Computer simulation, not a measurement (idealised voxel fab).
The document below concerns the process module designated voxel ribs on slabs.
Shown is cross-section cut, with a width of 270 nm and square cells of size 5 nm.
Just so we're on the same page, the cross-sections are grids of square cells, and they're listed out in bands top to bottom, each band one or more rows deep.
This entry defines a band. It first specifies the height of the band's top and the height of its bottom in nm, and then specifies the band's materials from left to right, stating each material with its width in nm. The word "edge to edge" identifies a single material that fills the band from edge to edge, while the word "blank" identifies empty space.
A quick word on heights: they are counted from 0, and under that level the wafer as it came to us is one material throughout. The lowest band is different from the rest in having no bottom; it simply continues downward, written as in "z 0 and below".
The two numbers in a width such as "30..40" mark its ends across the band: the first belongs to the top row of cells, the second to the bottom row, and from each row to the next the width moves by the same amount.
When a step is marked "identical to before", none of the cells in the cross-section changed during that step.
Empty spaces without an open route to the top, at least 8 cells in extent, make up the entry "Enclosed void inventory"; each is given as width x height at distance, where the distance is measured from the left edge, and all are in nm.
What comes after the settings on a step's line is commentary from the simulator itself on that step.
What "overlay nm" on a step's line means: if the step has a mask, that mask lay this far to the right of its planned place, or, when the value is negative, to the left.

PROCESS STEPS - PLAN
1. RECEIVE, material Si
2. DIRECTIONAL_DEP, material SiO2, thk nm 20
3. DIRECTIONAL_DEP, material SiN, thk nm 15
4. MASKED_ETCH, tone cover, mask id RIB, width nm 15, etch materials SiN, depth nm 5, overlay nm 0
5. DIRECTIONAL_DEP, material aC, thk nm 10
6. PATTERN, tone cover, mask id SLAB, material resist, width nm 65, thk nm 30, overlay nm 0
7. DIRECTIONAL_ETCH, etch materials aC, depth nm 10
8. STRIP, etch materials resist
9. DIRECTIONAL_ETCH, etch materials SiN, depth nm 10
10. STRIP, etch materials aC
11. FILL_DEP, material SiO2, thk nm 20
12. CMP, height nm 50
13. DIRECTIONAL_DEP, material W, thk nm 5
14. PATTERN, tone cover, mask id HEATER, material resist, width nm 25, thk nm 20, overlay nm 0
15. DIRECTIONAL_ETCH, etch materials W, depth nm 5
16. STRIP, etch materials resist
17. CONFORMAL_DEP, material SiO2, thk nm 10

WAFER AS RECEIVED: CROSS-SECTION FOLLOWING STEP 1
* z 0 and below  Si edge to edge
* Enclosed void inventory: none

MODULE COMPLETE, CROSS-SECTION. STARTING POINT AND PLAN PER ABOVE. ONE MISTAKE MADE IN RUNNING THE MODULE
* z 65 to 60  blank 110 nm / SiO2 45 nm / blank 115 nm
* z 60 to 55  SiO2 edge to edge
* z 55 to 50  SiO2 120 nm / W 25 nm / SiO2 125 nm
* z 50 to 15  SiO2 edge to edge
* z 15 to 0  SiN edge to edge
* z 0 and below  Si edge to edge
* Enclosed void inventory: none
In executing the process, a mistake was made relative to the plan: plan steps 2 and 3 run swapped
